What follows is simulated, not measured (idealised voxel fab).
This is a process module. Its name is voxel capacitor over wiring.
Cross-section cut: width 235 nm, square cells of 5 nm.
For the purposes of this document, a cross-section shall be understood as a grid of square cells, specified as bands listed in top-to-bottom order, each band consisting of one or more rows of cells.
For a band, the entry starts with two heights in nm, that of the top and then that of the bottom, and carries on with the band's materials in order from left to right, each alongside its width in nm; the word "throughout" beside a single material means it fills the band edge to edge, and "blank" means empty space.
Convention: height 0 is the level below which the wafer, as received, is all one material. The lowest band does not terminate at the bottom but continues downward, represented as "z 0 and below".
So if you see something like "30->40" for the width, read it as the top row of the band sitting at the first number and the bottom row at the second, with every row in between moving by the same amount as the last.
"all unchanged" -> step changed no cross-section cell.
Voids not open to the top, 8 cells minimum: see "Closed void listing". Written width x height at distance; distance is from the left edge; nm.
Text after the settings on a step's line: the simulator's own remark on that step.
overlay nm: for a step with a mask, the amount by which the mask lay right of where it was planned; a negative amount means left of it.
Below is the list of planned process steps:
step 1: RECEIVE, material Si
step 2: CONFORMAL_DEP, material SiO2, thk nm 15
step 3: DIRECTIONAL_DEP, material TiN, thk nm 5
step 4: DIRECTIONAL_DEP, material W, thk nm 20
step 5: MASKED_ETCH, tone cover, mask id METAL_1, width nm 25, pitch nm 95, etch materials W, depth nm 20, overlay nm 0
step 6: MASKED_ETCH, tone cover, mask id METAL_1, width nm 25, pitch nm 95, etch materials TiN, depth nm 5, overlay nm 0
step 7: CONFORMAL_DEP, material SiN, thk nm 5
step 8: FILL_DEP, material lowk, thk nm 5
step 9: CMP, height nm 40
step 10: CONFORMAL_DEP, material SiCN, thk nm 5
step 11: DIRECTIONAL_DEP, material SiO2, thk nm 20
step 12: MASKED_ETCH, tone open, mask id PLUG_1, width nm 15, etch materials SiO2, depth nm 20, overlay nm 0
step 13: MASKED_ETCH, tone open, mask id PLUG_1, width nm 15, etch materials SiCN, depth nm 5, overlay nm 0
step 14: EPI, material Ru, thk nm 10
step 15: EPI, material Ru, thk nm 10
step 16: EPI, material Ru, thk nm 5
step 17: DIRECTIONAL_DEP, material TiN, thk nm 10
step 18: DIRECTIONAL_DEP, material Al2O3, thk nm 5
step 19: DIRECTIONAL_DEP, material TiN, thk nm 10
step 20: DIRECTIONAL_DEP, material aC, thk nm 15
step 21: PATTERN, tone cover, mask id UPPER_PLATE, material resist, width nm 75, thk nm 35, overlay nm 0
step 22: DIRECTIONAL_ETCH, etch materials aC, depth nm 15
step 23: STRIP, etch materials resist
step 24: DIRECTIONAL_ETCH, etch materials TiN, depth nm 10
step 25: DIRECTIONAL_ETCH, etch materials Al2O3, depth nm 5
step 26: STRIP, etch materials aC
step 27: MASKED_ETCH, tone cover, mask id LOWER_PLATE, width nm 85, etch materials TiN, depth nm 10, overlay nm 0
step 28: FILL_DEP, material SiO2, thk nm 15
step 29: CMP, height nm 100
step 30: DIRECTIONAL_DEP, material aC, thk nm 10
step 31: PATTERN, tone open, mask id PLUG_2, material resist, width nm 15, thk nm 25, overlay nm 0
step 32: DIRECTIONAL_ETCH, etch materials aC, depth nm 10
step 33: STRIP, etch materials resist
step 34: DIRECTIONAL_ETCH, etch materials SiO2, depth nm 10
step 35: STRIP, etch materials aC
step 36: CONFORMAL_DEP, material TiN, thk nm 5
step 37: FILL_DEP, material Ru, thk nm 10
step 38: CMP, height nm 100
step 39: CONFORMAL_DEP, material SiN, thk nm 5
Wafer, first of two, run as planned:
Cross-section, incoming material, after step 1:
* z 0 and below  Si throughout
* Closed void listing: none
Cross-section: wafer state after step 2:
* z 15 to 0  SiO2 throughout
* Nothing below the height 0 has changed.
Cross-section: wafer state after step 3:
* z 20 to 15  TiN throughout
* Nothing below the height 15 has changed.
Cross-section: wafer state after step 4:
* z 40 to 20  W throughout
* Nothing below the height 20 has changed.
Cross-section: wafer state after step 5:
* z 40 to 20  blank: 55, W: 25, blank: 70, W: 25, blank: 60
* Nothing below the height 20 has changed.
Cross-section: wafer state after step 6:
* z 40 to 20  blank: 55, W: 25, blank: 70, W: 25, blank: 60
* z 20 to 15  blank: 55, TiN: 25, blank: 70, TiN: 25, blank: 60
* Nothing below the height 15 has changed.
Cross-section: wafer state after step 7:
* z 45 to 40  blank: 50, SiN: 35, blank: 60, SiN: 35, blank: 55
* z 40 to 20  blank: 50, SiN: 5, W: 25, SiN: 5, blank: 60, SiN: 5, W: 25, SiN: 5, blank: 55
* z 20 to 15  SiN: 55, TiN: 25, SiN: 70, TiN: 25, SiN: 60
* Nothing below the height 15 has changed.
Cross-section: wafer state after step 8:
* z 50 to 45  lowk throughout
* z 45 to 40  lowk: 50, SiN: 35, lowk: 60, SiN: 35, lowk: 55
* z 40 to 20  lowk: 50, SiN: 5, W: 25, SiN: 5, lowk: 60, SiN: 5, W: 25, SiN: 5, lowk: 55
* Nothing below the height 20 has changed.
Cross-section: wafer state after step 9:
* z 40 to 20  lowk: 50, SiN: 5, W: 25, SiN: 5, lowk: 60, SiN: 5, W: 25, SiN: 5, lowk: 55
* Nothing below the height 20 has changed.
Cross-section: wafer state after step 10:
* z 45 to 40  SiCN throughout
* Nothing below the height 40 has changed.
Cross-section: wafer state after step 11:
* z 65 to 45  SiO2 throughout
* Nothing below the height 45 has changed.
Cross-section: wafer state after step 12:
* z 65 to 45  SiO2: 65, blank: 15, SiO2: 155
* Nothing below the height 45 has changed.
Cross-section: wafer state after step 13:
* z 65 to 45  SiO2: 65, blank: 15, SiO2: 155
* z 45 to 40  SiCN: 65, blank: 15, SiCN: 155
* Nothing below the height 40 has changed.
Cross-section: wafer state after step 14:
* z 65 to 50  SiO2: 65, blank: 15, SiO2: 155
* z 50 to 45  SiO2: 65, Ru: 15, SiO2: 155
* z 45 to 40  SiCN: 65, Ru: 15, SiCN: 155
* Nothing below the height 40 has changed.
Cross-section: wafer state after step 15:
* z 65 to 60  SiO2: 65, blank: 15, SiO2: 155
* z 60 to 45  SiO2: 65, Ru: 15, SiO2: 155
* Nothing below the height 45 has changed.
Cross-section: wafer state after step 16:
* z 65 to 45  SiO2: 65, Ru: 15, SiO2: 155
* Nothing below the height 45 has changed.
Cross-section: wafer state after step 17:
* z 75 to 65  TiN throughout
* Nothing below the height 65 has changed.
Cross-section: wafer state after step 18:
* z 80 to 75  Al2O3 throughout
* Nothing below the height 75 has changed.
Cross-section: wafer state after step 19:
* z 90 to 80  TiN throughout
* Nothing below the height 80 has changed.
Cross-section: wafer state after step 20:
* z 105 to 90  aC throughout
* Nothing below the height 90 has changed.
Cross-section: wafer state after step 21:
* z 140 to 105  blank: 65, resist: 75, blank: 95
* Nothing below the height 105 has changed.
Cross-section: wafer state after step 22:
* z 125 to 105  blank: 65, resist: 75, blank: 95
* z 105 to 90  blank: 65, aC: 75, blank: 95
* Nothing below the height 90 has changed.
Cross-section: wafer state after step 23:
* z 105 to 90  blank: 65, aC: 75, blank: 95
* Nothing below the height 90 has changed.
Cross-section: wafer state after step 24:
* z 105 to 90  blank: 65, aC: 75, blank: 95
* z 90 to 80  blank: 65, TiN: 75, blank: 95
* Nothing below the height 80 has changed.
Cross-section: wafer state after step 25:
* z 105 to 90  blank: 65, aC: 75, blank: 95
* z 90 to 80  blank: 65, TiN: 75, blank: 95
* z 80 to 75  blank: 65, Al2O3: 75, blank: 95
* Nothing below the height 75 has changed.
Cross-section: wafer state after step 26:
* z 90 to 80  blank: 65, TiN: 75, blank: 95
* Nothing below the height 80 has changed.
Cross-section: wafer state after step 27:
* z 90 to 80  blank: 65, TiN: 75, blank: 95
* z 80 to 75  blank: 65, Al2O3: 75, blank: 95
* z 75 to 65  blank: 60, TiN: 85, blank: 90
* Nothing below the height 65 has changed.
Cross-section: wafer state after step 28:
* z 105 to 90  SiO2 throughout
* z 90 to 80  SiO2: 65, TiN: 75, SiO2: 95
* z 80 to 75  SiO2: 65, Al2O3: 75, SiO2: 95
* z 75 to 65  SiO2: 60, TiN: 85, SiO2: 90
* Nothing below the height 65 has changed.
Cross-section: wafer state after step 29:
* z 100 to 90  SiO2 throughout
* Nothing below the height 90 has changed.
Cross-section: wafer state after step 30:
* z 110 to 100  aC throughout
* Nothing below the height 100 has changed.
Cross-section: wafer state after step 31:
* z 135 to 110  resist: 75, blank: 15, resist: 145
* Nothing below the height 110 has changed.
Cross-section: wafer state after step 32:
* z 125 to 110  resist: 75, blank: 15, resist: 145
* z 110 to 100  aC: 75, blank: 15, aC: 145
* Nothing below the height 100 has changed.
Cross-section: wafer state after step 33:
* z 110 to 100  aC: 75, blank: 15, aC: 145
* Nothing below the height 100 has changed.
Cross-section: wafer state after step 34:
* z 110 to 100  aC: 75, blank: 15, aC: 145
* z 100 to 90  SiO2: 75, blank: 15, SiO2: 145
* Nothing below the height 90 has changed.
Cross-section: wafer state after step 35:
* z 100 to 90  SiO2: 75, blank: 15, SiO2: 145
* Nothing below the height 90 has changed.
Cross-section: wafer state after step 36:
* z 105 to 100  TiN: 80, blank: 5, TiN: 150
* z 100 to 95  SiO2: 75, TiN: 5, blank: 5, TiN: 5, SiO2: 145
* z 95 to 90  SiO2: 75, TiN: 15, SiO2: 145
* Nothing below the height 90 has changed.
Cross-section: wafer state after step 37:
* z 115 to 105  Ru throughout
* z 105 to 100  TiN: 80, Ru: 5, TiN: 150
* z 100 to 95  SiO2: 75, TiN: 5, Ru: 5, TiN: 5, SiO2: 145
* Nothing below the height 95 has changed.
Cross-section: wafer state after step 38:
* z 100 to 95  SiO2: 75, TiN: 5, Ru: 5, TiN: 5, SiO2: 145
* Nothing below the height 95 has changed.
Cross-section: wafer state after step 39:
* z 105 to 100  SiN throughout
* Nothing below the height 100 has changed.
Okay, second wafer. Nothing different at the start, nothing different in the plan, just one mistake somewhere in the running. As far as step 4, counting that step, it's the first wafer all over again:
Cross-section of the second wafer at the time by which step 5 should have been completed according to the plan:
* z 40 to 20  blank: 50, W: 35, blank: 60, W: 35, blank: 55
* Nothing below the height 20 has changed.
Cross-section of the second wafer at the time by which step 6 should have been completed according to the plan:
* z 40 to 20  blank: 50, W: 35, blank: 60, W: 35, blank: 55
* z 20 to 15  blank: 50, TiN: 35, blank: 60, TiN: 35, blank: 55
* Nothing below the height 15 has changed.
Cross-section of the second wafer at the time by which step 7 should have been completed according to the plan:
* z 45 to 40  blank: 45, SiN: 45, blank: 50, SiN: 45, blank: 50
* z 40 to 20  blank: 45, SiN: 5, W: 35, SiN: 5, blank: 50, SiN: 5, W: 35, SiN: 5, blank: 50
* z 20 to 15  SiN: 50, TiN: 35, SiN: 60, TiN: 35, SiN: 55
* Nothing below the height 15 has changed.
Cross-section of the second wafer at the time by which step 8 should have been completed according to the plan:
* z 50 to 45  lowk throughout
* z 45 to 40  lowk: 45, SiN: 45, lowk: 50, SiN: 45, lowk: 50
* z 40 to 20  lowk: 45, SiN: 5, W: 35, SiN: 5, lowk: 50, SiN: 5, W: 35, SiN: 5, lowk: 50
* Nothing below the height 20 has changed.
Cross-section of the second wafer at the time by which step 9 should have been completed according to the plan:
* z 40 to 20  lowk: 45, SiN: 5, W: 35, SiN: 5, lowk: 50, SiN: 5, W: 35, SiN: 5, lowk: 50
* Nothing below the height 20 has changed.
Cross-section of the second wafer at the time by which step 10 should have been completed according to the plan:
* z 45 to 40  SiCN throughout
* Nothing below the height 40 has changed.
Cross-section of the second wafer at the time by which step 11 should have been completed according to the plan:
* z 65 to 45  SiO2 throughout
* Nothing below the height 45 has changed.
Cross-section of the second wafer at the time by which step 12 should have been completed according to the plan:
* z 65 to 45  SiO2: 65, blank: 15, SiO2: 155
* Nothing below the height 45 has changed.
Cross-section of the second wafer at the time by which step 13 should have been completed according to the plan:
* z 65 to 45  SiO2: 65, blank: 15, SiO2: 155
* z 45 to 40  SiCN: 65, blank: 15, SiCN: 155
* Nothing below the height 40 has changed.
Cross-section of the second wafer at the time by which step 14 should have been completed according to the plan:
* z 65 to 50  SiO2: 65, blank: 15, SiO2: 155
* z 50 to 45  SiO2: 65, Ru: 15, SiO2: 155
* z 45 to 40  SiCN: 65, Ru: 15, SiCN: 155
* Nothing below the height 40 has changed.
Cross-section of the second wafer at the time by which step 15 should have been completed according to the plan:
* z 65 to 60  SiO2: 65, blank: 15, SiO2: 155
* z 60 to 45  SiO2: 65, Ru: 15, SiO2: 155
* Nothing below the height 45 has changed.
Cross-section of the second wafer at the time by which step 16 should have been completed according to the plan:
* z 65 to 45  SiO2: 65, Ru: 15, SiO2: 155
* Nothing below the height 45 has changed.
Cross-section of the second wafer at the time by which step 17 should have been completed according to the plan:
* z 75 to 65  TiN throughout
* Nothing below the height 65 has changed.
Cross-section of the second wafer at the time by which step 18 should have been completed according to the plan:
* z 80 to 75  Al2O3 throughout
* Nothing below the height 75 has changed.
Cross-section of the second wafer at the time by which step 19 should have been completed according to the plan:
* z 90 to 80  TiN throughout
* Nothing below the height 80 has changed.
Cross-section of the second wafer at the time by which step 20 should have been completed according to the plan:
* z 105 to 90  aC throughout
* Nothing below the height 90 has changed.
Cross-section of the second wafer at the time by which step 21 should have been completed according to the plan:
* z 140 to 105  blank: 65, resist: 75, blank: 95
* Nothing below the height 105 has changed.
Cross-section of the second wafer at the time by which step 22 should have been completed according to the plan:
* z 125 to 105  blank: 65, resist: 75, blank: 95
* z 105 to 90  blank: 65, aC: 75, blank: 95
* Nothing below the height 90 has changed.
Cross-section of the second wafer at the time by which step 23 should have been completed according to the plan:
* z 105 to 90  blank: 65, aC: 75, blank: 95
* Nothing below the height 90 has changed.
Cross-section of the second wafer at the time by which step 24 should have been completed according to the plan:
* z 105 to 90  blank: 65, aC: 75, blank: 95
* z 90 to 80  blank: 65, TiN: 75, blank: 95
* Nothing below the height 80 has changed.
Cross-section of the second wafer at the time by which step 25 should have been completed according to the plan:
* z 105 to 90  blank: 65, aC: 75, blank: 95
* z 90 to 80  blank: 65, TiN: 75, blank: 95
* z 80 to 75  blank: 65, Al2O3: 75, blank: 95
* Nothing below the height 75 has changed.
Cross-section of the second wafer at the time by which step 26 should have been completed according to the plan:
* z 90 to 80  blank: 65, TiN: 75, blank: 95
* Nothing below the height 80 has changed.
Cross-section of the second wafer at the time by which step 27 should have been completed according to the plan:
* z 90 to 80  blank: 65, TiN: 75, blank: 95
* z 80 to 75  blank: 65, Al2O3: 75, blank: 95
* z 75 to 65  blank: 60, TiN: 85, blank: 90
* Nothing below the height 65 has changed.
Cross-section of the second wafer at the time by which step 28 should have been completed according to the plan:
* z 105 to 90  SiO2 throughout
* z 90 to 80  SiO2: 65, TiN: 75, SiO2: 95
* z 80 to 75  SiO2: 65, Al2O3: 75, SiO2: 95
* z 75 to 65  SiO2: 60, TiN: 85, SiO2: 90
* Nothing below the height 65 has changed.
Cross-section of the second wafer at the time by which step 29 should have been completed according to the plan:
* z 100 to 90  SiO2 throughout
* Nothing below the height 90 has changed.
Cross-section of the second wafer at the time by which step 30 should have been completed according to the plan:
* z 110 to 100  aC throughout
* Nothing below the height 100 has changed.
Cross-section of the second wafer at the time by which step 31 should have been completed according to the plan:
* z 135 to 110  resist: 75, blank: 15, resist: 145
* Nothing below the height 110 has changed.
Cross-section of the second wafer at the time by which step 32 should have been completed according to the plan:
* z 125 to 110  resist: 75, blank: 15, resist: 145
* z 110 to 100  aC: 75, blank: 15, aC: 145
* Nothing below the height 100 has changed.
Cross-section of the second wafer at the time by which step 33 should have been completed according to the plan:
* z 110 to 100  aC: 75, blank: 15, aC: 145
* Nothing below the height 100 has changed.
Cross-section of the second wafer at the time by which step 34 should have been completed according to the plan:
* z 110 to 100  aC: 75, blank: 15, aC: 145
* z 100 to 90  SiO2: 75, blank: 15, SiO2: 145
* Nothing below the height 90 has changed.
Cross-section of the second wafer at the time by which step 35 should have been completed according to the plan:
* z 100 to 90  SiO2: 75, blank: 15, SiO2: 145
* Nothing below the height 90 has changed.
Cross-section of the second wafer at the time by which step 36 should have been completed according to the plan:
* z 105 to 100  TiN: 80, blank: 5, TiN: 150
* z 100 to 95  SiO2: 75, TiN: 5, blank: 5, TiN: 5, SiO2: 145
* z 95 to 90  SiO2: 75, TiN: 15, SiO2: 145
* Nothing below the height 90 has changed.
Cross-section of the second wafer at the time by which step 37 should have been completed according to the plan:
* z 115 to 105  Ru throughout
* z 105 to 100  TiN: 80, Ru: 5, TiN: 150
* z 100 to 95  SiO2: 75, TiN: 5, Ru: 5, TiN: 5, SiO2: 145
* Nothing below the height 95 has changed.
Cross-section of the second wafer at the time by which step 38 should have been completed according to the plan:
* z 100 to 95  SiO2: 75, TiN: 5, Ru: 5, TiN: 5, SiO2: 145
* Nothing below the height 95 has changed.
Cross-section of the second wafer at the time by which step 39 should have been completed according to the plan:
* z 105 to 100  SiN throughout
* Nothing below the height 100 has changed.
So what did we get wrong on this run? step 5 was run on a setting that differed from the plan, and what really ran there is MASKED_ETCH, tone cover, mask id METAL_1, width nm 35, pitch nm 95, etch materials W, depth nm 20, overlay nm 0
Count the cells at the end and the second wafer has more or fewer of some materials than the first: 4 fewer of SiN, 4 more of TiN, 16 more of W, 16 fewer of lowk
